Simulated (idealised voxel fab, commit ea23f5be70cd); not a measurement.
Process module name: voxel self aligned vias
Cross-section cut spans 210 nm and uses square cells 5 nm in size.
A cross-section is a grid of square cells, given in bands from the top down. A band is one or more rows of cells. What a band's entry tells you: where the top is and where the bottom is, as heights in nm, and after that what lies inside, material by material from left to right, each with its width in nm. Empty space is written as the word "air", and a single material marked with the word "throughout" occupies the band from edge to edge. We count height from 0. Below that, the starting wafer is all one material. The lowest band never ends at the bottom but goes on down; see "0 nm and below" for how that is written. Width "30..40": first value at the band's top row of cells, second value at its bottom row, equal change from row to row. It should be understood that the words "no change occurred", when stated for a given step, signify that the cross-section underwent no change in any of its cells during that step. The list in "Entrapped void list" covers empty spaces of 8 cells or more that cannot reach the top through any open way, and it gives each as width x height at distance; the distance is from the left edge, and width, height and distance are in nm. Text after the settings on a step's line: the simulator's own remark on that step. If you see "overlay nm" on a step's line and that step has a mask, it's telling you how far right of where it was planned the mask ended up; a negative number means it went left instead. Before/after cross-section pairs, one process step each; after shown to lowest changed band; step and settings beneath. Pairs may be from different runs of this module on the same starting wafer; a pair continues from the one above only where its "Before step" entry says so.

-- Before step
* 50 nm to 45 nm  TiN=75; air=15; TiN=35; air=15; TiN=70
* 45 nm to 25 nm  lowk=70; TiN=5; air=15; TiN=5; lowk=25; TiN=5; air=15; TiN=5; lowk=65
* 25 nm to 20 nm  lowk=70; TiN=25; lowk=25; TiN=25; lowk=65
* 20 nm to 15 nm  SiCN throughout
* 15 nm to 0 nm  SiO2 throughout
* 0 nm and below  Si throughout
* Entrapped void list: none

-- Structure After Step
* 55 nm to 50 nm  W throughout
* 50 nm to 45 nm  TiN=75; W=15; TiN=35; W=15; TiN=70
* 45 nm to 25 nm  lowk=70; TiN=5; W=15; TiN=5; lowk=25; TiN=5; W=15; TiN=5; lowk=65
* Lower than 25, everything is as it was.
* Entrapped void list: none
Between before and after, shown above: FILL_DEP | material W | thk nm 5

Before step: This step starts from the configuration shown after the step in the pair immediately above.

-- Structure After Step
* 45 nm to 25 nm  lowk=70; TiN=5; W=15; TiN=5; lowk=25; TiN=5; W=15; TiN=5; lowk=65
* Lower than 25, everything is as it was.
* Entrapped void list: none
Between before and after, shown above: CMP | height nm 45

Before step: This step starts from the configuration shown after the step in the pair immediately above.

-- Structure After Step
* 45 nm to 40 nm  lowk=70; air=25; lowk=25; air=25; lowk=65
* Lower than 40, everything is as it was.
* Entrapped void list: none
Between before and after, shown above: SELECTIVE_ETCH | etch materials W Ru TiN | depth nm 5

Before step: This step starts from the configuration shown after the step in the pair immediately above.

-- Structure After Step
* 55 nm to 45 nm  SiN throughout
* 45 nm to 40 nm  lowk=70; SiN=25; lowk=25; SiN=25; lowk=65
* Lower than 40, everything is as it was.
* Entrapped void list: none
Between before and after, shown above: FILL_DEP | material SiN | thk nm 10

Before step: This step starts from the configuration shown after the step in the pair immediately above.

-- Structure After Step
* 45 nm to 40 nm  lowk=70; SiN=25; lowk=25; SiN=25; lowk=65
* Lower than 40, everything is as it was.
* Entrapped void list: none
Between before and after, shown above: CMP | height nm 45

Before step: This step starts from the configuration shown after the step in the pair immediately above.

-- Structure After Step
* 65 nm to 45 nm  lowk throughout
* Lower than 45, everything is as it was.
* Entrapped void list: none
Between before and after, shown above: DIRECTIONAL_DEP | material lowk | thk nm 20

Before step: This step starts from the configuration shown after the step in the pair immediately above.

-- Structure After Step
* 80 nm to 65 nm  resist=65; air=30; resist=115
* Lower than 65, everything is as it was.
* Entrapped void list: none
Between before and after, shown above: PATTERN | tone open | mask id VIAS | material resist | width nm 30 | thk nm 15 | overlay nm 0

Before step: This step starts from the configuration shown after the step in the pair immediately above.

-- Structure After Step
* 80 nm to 65 nm  resist=65; air=30; resist=115
* 65 nm to 45 nm  lowk=65; air=30; lowk=115
* Lower than 45, everything is as it was.
* Entrapped void list: none
Between before and after, shown above: DIRECTIONAL_ETCH | etch materials lowk | depth nm 20

Before step: This step starts from the configuration shown after the step in the pair immediately above.

-- Structure After Step
* 80 nm to 65 nm  resist=65; air=30; resist=115
* 65 nm to 45 nm  lowk=65; air=30; lowk=115
* 45 nm to 40 nm  lowk=70; air=25; lowk=25; SiN=25; lowk=65
* Lower than 40, everything is as it was.
* Entrapped void list: none
Between before and after, shown above: DIRECTIONAL_ETCH | etch materials SiN | depth nm 5

Before step: This step starts from the configuration shown after the step in the pair immediately above.

-- Structure After Step
* 65 nm to 45 nm  lowk=65; air=30; lowk=115
* Lower than 45, everything is as it was.
* Entrapped void list: none
Between before and after, shown above: STRIP | etch materials resist

Before step: This step starts from the configuration shown after the step in the pair immediately above.

-- Structure After Step
* 70 nm to 65 nm  TiN=70; air=20; TiN=120
* 65 nm to 50 nm  lowk=65; TiN=5; air=20; TiN=5; lowk=115
* 50 nm to 45 nm  lowk=65; TiN=10; air=15; TiN=5; lowk=115
* 45 nm to 40 nm  lowk=70; TiN=25; lowk=25; SiN=25; lowk=65
* Lower than 40, everything is as it was.
* Entrapped void list: none
Between before and after, shown above: CONFORMAL_DEP | material TiN | thk nm 5

Before step: This step starts from the configuration shown after the step in the pair immediately above.

-- Structure After Step
* 80 nm to 70 nm  Ru throughout
* 70 nm to 65 nm  TiN=70; Ru=20; TiN=120
* 65 nm to 50 nm  lowk=65; TiN=5; Ru=20; TiN=5; lowk=115
* 50 nm to 45 nm  lowk=65; TiN=10; Ru=15; TiN=5; lowk=115
* Lower than 45, everything is as it was.
* Entrapped void list: none
Between before and after, shown above: FILL_DEP | material Ru | thk nm 10

Before step: This step starts from the configuration shown after the step in the pair immediately above.

-- Structure After Step
* 65 nm to 50 nm  lowk=65; TiN=5; Ru=20; TiN=5; lowk=115
* Lower than 50, everything is as it was.
* Entrapped void list: none
Between before and after, shown above: CMP | height nm 65

Before step: This step starts from the configuration shown after the step in the pair immediately above.

-- Structure After Step
* 70 nm to 65 nm  SiCN throughout
* Lower than 65, everything is as it was.
* Entrapped void list: none
Between before and after, shown above: CONFORMAL_DEP | material SiCN | thk nm 5

-- Before step
* 65 nm to 45 nm  lowk throughout
* 45 nm to 40 nm  lowk=70; SiN=20; lowk=30; SiN=20; lowk=70
* 40 nm to 25 nm  lowk=70; TiN=5; W=10; TiN=5; lowk=30; TiN=5; W=10; TiN=5; lowk=70
* 25 nm to 20 nm  lowk=70; TiN=20; lowk=30; TiN=20; lowk=70
* 20 nm to 15 nm  SiCN throughout
* 15 nm to 0 nm  SiO2 throughout
* 0 nm and below  Si throughout
* Entrapped void list: none

-- Structure After Step
* 80 nm to 65 nm  resist=60; air=30; resist=120
* Lower than 65, everything is as it was.
* Entrapped void list: none
Between before and after, shown above: PATTERN | tone open | mask id VIAS | material resist | width nm 30 | thk nm 15 | overlay nm -5

Before step: This step starts from the configuration shown after the step in the pair immediately above.

-- Structure After Step
* 80 nm to 65 nm  resist=60; air=30; resist=120
* 65 nm to 45 nm  lowk=60; air=30; lowk=120
* Lower than 45, everything is as it was.
* Entrapped void list: none
Between before and after, shown above: DIRECTIONAL_ETCH | etch materials lowk | depth nm 20

Before step: This step starts from the configuration shown after the step in the pair immediately above.

-- Structure After Step
* 80 nm to 65 nm  resist=60; air=30; resist=120
* 65 nm to 45 nm  lowk=60; air=30; lowk=120
* 45 nm to 40 nm  lowk=70; air=20; lowk=30; SiN=20; lowk=70
* Lower than 40, everything is as it was.
* Entrapped void list: none
Between before and after, shown above: DIRECTIONAL_ETCH | etch materials SiN | depth nm 5

Before step: This step starts from the configuration shown after the step in the pair immediately above.

-- Structure After Step
* 65 nm to 45 nm  lowk=60; air=30; lowk=120
* Lower than 45, everything is as it was.
* Entrapped void list: none
Between before and after, shown above: STRIP | etch materials resist

Before step: This step starts from the configuration shown after the step in the pair immediately above.

-- Structure After Step
* 70 nm to 65 nm  TiN=65; air=20; TiN=125
* 65 nm to 50 nm  lowk=60; TiN=5; air=20; TiN=5; lowk=120
* 50 nm to 45 nm  lowk=60; TiN=15; air=10; TiN=5; lowk=120
* 45 nm to 40 nm  lowk=70; TiN=20; lowk=30; SiN=20; lowk=70
* Lower than 40, everything is as it was.
* Entrapped void list: none
Between before and after, shown above: CONFORMAL_DEP | material TiN | thk nm 5

Before step: This step starts from the configuration shown after the step in the pair immediately above.

-- Structure After Step
* 80 nm to 70 nm  Ru throughout
* 70 nm to 65 nm  TiN=65; Ru=20; TiN=125
* 65 nm to 50 nm  lowk=60; TiN=5; Ru=20; TiN=5; lowk=120
* 50 nm to 45 nm  lowk=60; TiN=15; Ru=10; TiN=5; lowk=120
* Lower than 45, everything is as it was.
* Entrapped void list: none
Between before and after, shown above: FILL_DEP | material Ru | thk nm 10

Before step: This step starts from the configuration shown after the step in the pair immediately above.

-- Structure After Step
* 65 nm to 50 nm  lowk=60; TiN=5; Ru=20; TiN=5; lowk=120
* Lower than 50, everything is as it was.
* Entrapped void list: none
Between before and after, shown above: CMP | height nm 65

Before step: This step starts from the configuration shown after the step in the pair immediately above.

-- Structure After Step
* 70 nm to 65 nm  SiCN throughout
* Lower than 65, everything is as it was.
* Entrapped void list: none
Between before and after, shown above: CONFORMAL_DEP | material SiCN | thk nm 5

-- Before step
* 45 nm to 20 nm  lowk=70; air=20; lowk=30; air=20; lowk=70
* 20 nm to 15 nm  SiCN throughout
* 15 nm to 0 nm  SiO2 throughout
* 0 nm and below  Si throughout
* Entrapped void list: none

-- Structure After Step
* 50 nm to 45 nm  SiO2=75; air=10; SiO2=40; air=10; SiO2=75
* 45 nm to 25 nm  lowk=70; SiO2=5; air=10; SiO2=5; lowk=30; SiO2=5; air=10; SiO2=5; lowk=70
* 25 nm to 20 nm  lowk=70; SiO2=20; lowk=30; SiO2=20; lowk=70
* Lower than 20, everything is as it was.
* Entrapped void list: none
Between before and after, shown above: CONFORMAL_DEP | material SiO2 | thk nm 5

Before step: This step starts from the configuration shown after the step in the pair immediately above.

-- Structure After Step
* 55 nm to 50 nm  W throughout
* 50 nm to 45 nm  SiO2=75; W=10; SiO2=40; W=10; SiO2=75
* 45 nm to 25 nm  lowk=70; SiO2=5; W=10; SiO2=5; lowk=30; SiO2=5; W=10; SiO2=5; lowk=70
* Lower than 25, everything is as it was.
* Entrapped void list: none
Between before and after, shown above: FILL_DEP | material W | thk nm 5

Before step: This step starts from the configuration shown after the step in the pair immediately above.

-- Structure After Step
* 45 nm to 25 nm  lowk=70; SiO2=5; W=10; SiO2=5; lowk=30; SiO2=5; W=10; SiO2=5; lowk=70
* Lower than 25, everything is as it was.
* Entrapped void list: none
Between before and after, shown above: CMP | height nm 45

Before step: This step starts from the configuration shown after the step in the pair immediately above.

-- Structure After Step
* 45 nm to 40 nm  lowk=70; SiO2=5; air=10; SiO2=5; lowk=30; SiO2=5; air=10; SiO2=5; lowk=70
* Lower than 40, everything is as it was.
* Entrapped void list: none
Between before and after, shown above: SELECTIVE_ETCH | etch materials W Ru TiN | depth nm 5

Before step: This step starts from the configuration shown after the step in the pair immediately above.

-- Structure After Step
* 55 nm to 45 nm  SiN throughout
* 45 nm to 40 nm  lowk=70; SiO2=5; SiN=10; SiO2=5; lowk=30; SiO2=5; SiN=10; SiO2=5; lowk=70
* Lower than 40, everything is as it was.
* Entrapped void list: none
Between before and after, shown above: FILL_DEP | material SiN | thk nm 10

Before step: This step starts from the configuration shown after the step in the pair immediately above.

-- Structure After Step
* 45 nm to 40 nm  lowk=70; SiO2=5; SiN=10; SiO2=5; lowk=30; SiO2=5; SiN=10; SiO2=5; lowk=70
* Lower than 40, everything is as it was.
* Entrapped void list: none
Between before and after, shown above: CMP | height nm 45

Before step: This step starts from the configuration shown after the step in the pair immediately above.

-- Structure After Step
* 65 nm to 45 nm  lowk throughout
* Lower than 45, everything is as it was.
* Entrapped void list: none
Between before and after, shown above: DIRECTIONAL_DEP | material lowk | thk nm 20

Before step: This step starts from the configuration shown after the step in the pair immediately above.

-- Structure After Step
* 80 nm to 65 nm  resist=65; air=30; resist=115
* Lower than 65, everything is as it was.
* Entrapped void list: none
Between before and after, shown above: PATTERN | tone open | mask id VIAS | material resist | width nm 30 | thk nm 15 | overlay nm 0

Before step: This step starts from the configuration shown after the step in the pair immediately above.

-- Structure After Step
* 80 nm to 65 nm  resist=65; air=30; resist=115
* 65 nm to 45 nm  lowk=65; air=30; lowk=115
* Lower than 45, everything is as it was.
* Entrapped void list: none
Between before and after, shown above: DIRECTIONAL_ETCH | etch materials lowk | depth nm 20

Before step: This step starts from the configuration shown after the step in the pair immediately above.

-- Structure After Step
* 80 nm to 65 nm  resist=65; air=30; resist=115
* 65 nm to 45 nm  lowk=65; air=30; lowk=115
* 45 nm to 40 nm  lowk=70; SiO2=5; air=10; SiO2=5; lowk=30; SiO2=5; SiN=10; SiO2=5; lowk=70
* Lower than 40, everything is as it was.
* Entrapped void list: none
Between before and after, shown above: DIRECTIONAL_ETCH | etch materials SiN | depth nm 5

Before step: This step starts from the configuration shown after the step in the pair immediately above.

-- Structure After Step
* 65 nm to 45 nm  lowk=65; air=30; lowk=115
* Lower than 45, everything is as it was.
* Entrapped void list: none
Between before and after, shown above: STRIP | etch materials resist

Before step: This step starts from the configuration shown after the step in the pair immediately above.

-- Structure After Step
* 70 nm to 65 nm  TiN=70; air=20; TiN=120
* 65 nm to 50 nm  lowk=65; TiN=5; air=20; TiN=5; lowk=115
* 50 nm to 45 nm  lowk=65; TiN=30; lowk=115
* 45 nm to 40 nm  lowk=70; SiO2=5; TiN=10; SiO2=5; lowk=30; SiO2=5; SiN=10; SiO2=5; lowk=70
* Lower than 40, everything is as it was.
* Entrapped void list: none
Between before and after, shown above: CONFORMAL_DEP | material TiN | thk nm 5

Before step: This step starts from the configuration shown after the step in the pair immediately above.

-- Structure After Step
* 80 nm to 70 nm  Ru throughout
* 70 nm to 65 nm  TiN=70; Ru=20; TiN=120
* 65 nm to 50 nm  lowk=65; TiN=5; Ru=20; TiN=5; lowk=115
* Lower than 50, everything is as it was.
* Entrapped void list: none
Between before and after, shown above: FILL_DEP | material Ru | thk nm 10

Before step: This step starts from the configuration shown after the step in the pair immediately above.

-- Structure After Step
* 65 nm to 50 nm  lowk=65; TiN=5; Ru=20; TiN=5; lowk=115
* Lower than 50, everything is as it was.
* Entrapped void list: none
Between before and after, shown above: CMP | height nm 65

Before step: This step starts from the configuration shown after the step in the pair immediately above.

-- Structure After Step
* 70 nm to 65 nm  SiCN throughout
* Lower than 65, everything is as it was.
* Entrapped void list: none
Between before and after, shown above: CONFORMAL_DEP | material SiCN | thk nm 5

-- Before step
* 65 nm to 45 nm  lowk throughout
* 45 nm to 40 nm  lowk=70; SiN=20; lowk=30; SiN=20; lowk=70
* 40 nm to 25 nm  lowk=70; TiN=5; W=10; TiN=5; lowk=30; TiN=5; W=10; TiN=5; lowk=70
* 25 nm to 20 nm  lowk=70; TiN=20; lowk=30; TiN=20; lowk=70
* 20 nm to 15 nm  SiCN throughout
* 15 nm to 0 nm  SiO2 throughout
* 0 nm and below  Si throughout
* Entrapped void list: none

-- Structure After Step
* 80 nm to 65 nm  air=65; resist=30; air=115
* Lower than 65, everything is as it was.
* Entrapped void list: none
Between before and after, shown above: PATTERN | tone cover | mask id VIAS | material resist | width nm 30 | thk nm 15 | overlay nm 0

Before step: This step starts from the configuration shown after the step in the pair immediately above.

-- Structure After Step
* 80 nm to 65 nm  air=65; resist=30; air=115
* 65 nm to 45 nm  air=65; lowk=30; air=115
* Lower than 45, everything is as it was.
* Entrapped void list: none
Between before and after, shown above: DIRECTIONAL_ETCH | etch materials lowk | depth nm 20

Before step: This step starts from the configuration shown after the step in the pair immediately above.

-- Structure After Step
* 80 nm to 65 nm  air=65; resist=30; air=115
* 65 nm to 45 nm  air=65; lowk=30; air=115
* 45 nm to 40 nm  lowk=70; SiN=20; lowk=30; air=20; lowk=70
* Lower than 40, everything is as it was.
* Entrapped void list: none
Between before and after, shown above: DIRECTIONAL_ETCH | etch materials SiN | depth nm 5

Before step: This step starts from the configuration shown after the step in the pair immediately above.

-- Structure After Step
* 65 nm to 45 nm  air=65; lowk=30; air=115
* Lower than 45, everything is as it was.
* Entrapped void list: none
Between before and after, shown above: STRIP | etch materials resist

Before step: This step starts from the configuration shown after the step in the pair immediately above.

-- Structure After Step
* 70 nm to 65 nm  air=60; TiN=40; air=110
* 65 nm to 50 nm  air=60; TiN=5; lowk=30; TiN=5; air=110
* 50 nm to 45 nm  TiN=65; lowk=30; TiN=30; air=10; TiN=75
* 45 nm to 40 nm  lowk=70; SiN=20; lowk=30; TiN=20; lowk=70
* Lower than 40, everything is as it was.
* Entrapped void list: none
Between before and after, shown above: CONFORMAL_DEP | material TiN | thk nm 5

Before step: This step starts from the configuration shown after the step in the pair immediately above.

-- Structure After Step
* 80 nm to 70 nm  Ru throughout
* 70 nm to 65 nm  Ru=60; TiN=40; Ru=110
* 65 nm to 50 nm  Ru=60; TiN=5; lowk=30; TiN=5; Ru=110
* 50 nm to 45 nm  TiN=65; lowk=30; TiN=30; Ru=10; TiN=75
* Lower than 45, everything is as it was.
* Entrapped void list: none
Between before and after, shown above: FILL_DEP | material Ru | thk nm 10

Before step: This step starts from the configuration shown after the step in the pair immediately above.

-- Structure After Step
* 65 nm to 50 nm  Ru=60; TiN=5; lowk=30; TiN=5; Ru=110
* Lower than 50, everything is as it was.
* Entrapped void list: none
Between before and after, shown above: CMP | height nm 65

Before step: This step starts from the configuration shown after the step in the pair immediately above.

-- Structure After Step
* 70 nm to 65 nm  SiCN throughout
* Lower than 65, everything is as it was.
* Entrapped void list: none
Between before and after, shown above: CONFORMAL_DEP | material SiCN | thk nm 5
